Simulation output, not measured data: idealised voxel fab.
This section sets out a process module, namely voxel tone inversion.
Each square cell in cross-section cut measures 5 nm, and the section as a whole is 150 nm wide.
Just so we're on the same page, the cross-sections are grids of square cells, and they're listed out in bands top to bottom, each band one or more rows deep.
Quick guide to a band line: top height, bottom height (nm) up front; then every material left to right with its width in nm. Only one material and it's marked "throughout"? Then it fills the band edge to edge. And "blank" just means empty space.
Heights from 0 (as-received wafer is one material below). Bottom band endless downward, as "0 down".
The notation "30->40" denotes a width that varies across the rows of cells in the band, beginning at the first number in the top row, finishing at the second number in the bottom row, and changing by an identical amount from each row to the next.
Step marked "stayed the same"? Then no cell in the cross-section changed in it.
Entry "Enclosed void listing". Content: empty spaces with no open connection to the top, size 8 cells or greater. Each: width x height at distance. Distance: from left edge. Unit: nm.
Whatever follows a step's settings on its line is a remark the simulator itself makes about that step.
overlay nm: where the mask lay relative to plan, measured to the right, on steps with a mask; negatives go left.
## This section lists the process steps that were planned
1. RECEIVE (material Si)
2. CONFORMAL_DEP (material SiN; thk nm 10)
3. DIRECTIONAL_DEP (material aC; thk nm 25)
4. PATTERN (tone cover; mask id POSTS; material resist; width nm 15; pitch nm 45; thk nm 30; overlay nm 0)
5. DIRECTIONAL_ETCH (etch materials aC; depth nm 25)
6. STRIP (etch materials resist)
7. FILL_DEP (material SiO2; thk nm 5)
8. CMP (height nm 35)
9. STRIP (etch materials aC)
10. CONFORMAL_DEP (material TiN; thk nm 5)
11. FILL_DEP (material W; thk nm 5)
12. CMP (height nm 35)
13. CONFORMAL_DEP (material SiCN; thk nm 5)
## First of two wafers, processed according to plan
## Cross-section, incoming material, after step 1
    0 down = Si throughout
    Enclosed void listing: none
## Cross-section of the wafer after step 2
    10 to 0 = SiN throughout
    Everything under 0 stays put, no change at all.
## Cross-section of the wafer after step 3
    35 to 10 = aC throughout
    Everything under 10 stays put, no change at all.
## Cross-section of the wafer after step 4
    65 to 35 = 20 blank; 15 resist; 30 blank; 15 resist; 30 blank; 15 resist; 25 blank
    Everything under 35 stays put, no change at all.
## Cross-section of the wafer after step 5
    40 to 35 = 20 blank; 15 resist; 30 blank; 15 resist; 30 blank; 15 resist; 25 blank
    35 to 10 = 20 blank; 15 aC; 30 blank; 15 aC; 30 blank; 15 aC; 25 blank
    Everything under 10 stays put, no change at all.
## Cross-section of the wafer after step 6
    35 to 10 = 20 blank; 15 aC; 30 blank; 15 aC; 30 blank; 15 aC; 25 blank
    Everything under 10 stays put, no change at all.
## Cross-section of the wafer after step 7
    40 to 35 = SiO2 throughout
    35 to 10 = 20 SiO2; 15 aC; 30 SiO2; 15 aC; 30 SiO2; 15 aC; 25 SiO2
    Everything under 10 stays put, no change at all.
## Cross-section of the wafer after step 8
    35 to 10 = 20 SiO2; 15 aC; 30 SiO2; 15 aC; 30 SiO2; 15 aC; 25 SiO2
    Everything under 10 stays put, no change at all.
## Cross-section of the wafer after step 9
    35 to 10 = 20 SiO2; 15 blank; 30 SiO2; 15 blank; 30 SiO2; 15 blank; 25 SiO2
    Everything under 10 stays put, no change at all.
## Cross-section of the wafer after step 10
    40 to 35 = 25 TiN; 5 blank; 40 TiN; 5 blank; 40 TiN; 5 blank; 30 TiN
    35 to 15 = 20 SiO2; 5 TiN; 5 blank; 5 TiN; 30 SiO2; 5 TiN; 5 blank; 5 TiN; 30 SiO2; 5 TiN; 5 blank; 5 TiN; 25 SiO2
    15 to 10 = 20 SiO2; 15 TiN; 30 SiO2; 15 TiN; 30 SiO2; 15 TiN; 25 SiO2
    Everything under 10 stays put, no change at all.
## Cross-section of the wafer after step 11
    45 to 40 = W throughout
    40 to 35 = 25 TiN; 5 W; 40 TiN; 5 W; 40 TiN; 5 W; 30 TiN
    35 to 15 = 20 SiO2; 5 TiN; 5 W; 5 TiN; 30 SiO2; 5 TiN; 5 W; 5 TiN; 30 SiO2; 5 TiN; 5 W; 5 TiN; 25 SiO2
    Everything under 15 stays put, no change at all.
## Cross-section of the wafer after step 12
    35 to 15 = 20 SiO2; 5 TiN; 5 W; 5 TiN; 30 SiO2; 5 TiN; 5 W; 5 TiN; 30 SiO2; 5 TiN; 5 W; 5 TiN; 25 SiO2
    Everything under 15 stays put, no change at all.
## Cross-section of the wafer after step 13
    40 to 35 = SiCN throughout
    Everything under 35 stays put, no change at all.
## second wafer: like start, like plan, one mistake. Through step 3 it matches the first wafer
## Second wafer, cut view, end of step 4 per plan
    65 to 35 = 20 resist; 15 blank; 30 resist; 15 blank; 30 resist; 15 blank; 25 resist
    Everything under 35 stays put, no change at all.
## Second wafer, cut view, end of step 5 per plan
    40 to 35 = 20 resist; 15 blank; 30 resist; 15 blank; 30 resist; 15 blank; 25 resist
    35 to 10 = 20 aC; 15 blank; 30 aC; 15 blank; 30 aC; 15 blank; 25 aC
    Everything under 10 stays put, no change at all.
## Second wafer, cut view, end of step 6 per plan
    35 to 10 = 20 aC; 15 blank; 30 aC; 15 blank; 30 aC; 15 blank; 25 aC
    Everything under 10 stays put, no change at all.
## Second wafer, cut view, end of step 7 per plan
    40 to 35 = SiO2 throughout
    35 to 10 = 20 aC; 15 SiO2; 30 aC; 15 SiO2; 30 aC; 15 SiO2; 25 aC
    Everything under 10 stays put, no change at all.
## Second wafer, cut view, end of step 8 per plan
    35 to 10 = 20 aC; 15 SiO2; 30 aC; 15 SiO2; 30 aC; 15 SiO2; 25 aC
    Everything under 10 stays put, no change at all.
## Second wafer, cut view, end of step 9 per plan
    35 to 10 = 20 blank; 15 SiO2; 30 blank; 15 SiO2; 30 blank; 15 SiO2; 25 blank
    Everything under 10 stays put, no change at all.
## Second wafer, cut view, end of step 10 per plan
    40 to 35 = 15 blank; 25 TiN; 20 blank; 25 TiN; 20 blank; 25 TiN; 20 blank
    35 to 15 = 15 blank; 5 TiN; 15 SiO2; 5 TiN; 20 blank; 5 TiN; 15 SiO2; 5 TiN; 20 blank; 5 TiN; 15 SiO2; 5 TiN; 20 blank
    15 to 10 = 20 TiN; 15 SiO2; 30 TiN; 15 SiO2; 30 TiN; 15 SiO2; 25 TiN
    Everything under 10 stays put, no change at all.
## Second wafer, cut view, end of step 11 per plan
    45 to 40 = W throughout
    40 to 35 = 15 W; 25 TiN; 20 W; 25 TiN; 20 W; 25 TiN; 20 W
    35 to 15 = 15 W; 5 TiN; 15 SiO2; 5 TiN; 20 W; 5 TiN; 15 SiO2; 5 TiN; 20 W; 5 TiN; 15 SiO2; 5 TiN; 20 W
    Everything under 15 stays put, no change at all.
## Second wafer, cut view, end of step 12 per plan
    35 to 15 = 15 W; 5 TiN; 15 SiO2; 5 TiN; 20 W; 5 TiN; 15 SiO2; 5 TiN; 20 W; 5 TiN; 15 SiO2; 5 TiN; 20 W
    Everything under 15 stays put, no change at all.
## Second wafer, cut view, end of step 13 per plan
    40 to 35 = SiCN throughout
    Everything under 35 stays put, no change at all.
Short version of what went wrong: note that step 4 departed from the planned setting and was carried out as PATTERN (tone open; mask id POSTS; material resist; width nm 15; pitch nm 45; thk nm 30; overlay nm 0)
In the final state, the cell counts of the second wafer exceed or fall short of those of the first for the following materials: SiO2 -60, TiN +12, W +48
